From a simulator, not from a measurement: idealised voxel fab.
process module | voxel tone inversion
cross-section cut | 270 nm wide | cells 5 nm
A cross-section is a grid of square cells, given in bands from the top down. A band is one or more rows of cells.
Each band's line starts with the height of the band's top and of its bottom, in nm. Then come its materials from left to right, each with its width in nm. One material with "throughout" fills the band from edge to edge. "air" is empty space.
Height 0 is the level under which the wafer as received is all one material. The lowest band goes on downwards, as in "0 down".
A width such as "30 to 40" changes by the same amount from each row of cells to the next, from the band's top row to its bottom row.
"no change" after a step means that no cell of the cross-section changed.
closed voids: empty space of 8 cells or more with no open way to the top, each as width x height at its distance from the left edge, in nm
after a step's settings: what the simulator itself notes on the step
overlay nm, on a step with a mask: how far to the right of its planned place the mask lay; to the left if negative
plan
1 op RECEIVE | material Si
2 op CONFORMAL_DEP | material SiCN | thk nm 5
3 op DIRECTIONAL_DEP | material aC | thk nm 25
4 op PATTERN | tone cover | mask id POSTS | material resist | width nm 25 | pitch nm 45 | thk nm 35 | overlay nm 0
5 op DIRECTIONAL_ETCH | etch materials aC | depth nm 25
6 op STRIP | etch materials resist
7 op FILL_DEP | material lowk | thk nm 5
8 op CMP | height nm 30
9 op STRIP | etch materials aC
as received, after step 1
  0 down: Si throughout
  closed voids: none
first wafer at the end, as planned
  30 to 5: lowk 100 | air 25 | lowk 20 | air 25 | lowk 100
  5 to 0: SiCN throughout
  0 down: Si throughout
  closed voids: none
second wafer at the end: like start, like plan, one mistake
  20 to 5: lowk 100 | air 25 | lowk 20 | air 25 | lowk 100
  5 to 0: SiCN throughout
  0 down: Si throughout
  closed voids: none
what went wrong: step 8 ran as: op CMP | height nm 20
at the end the second wafer has, in cells: 88 fewer of lowk
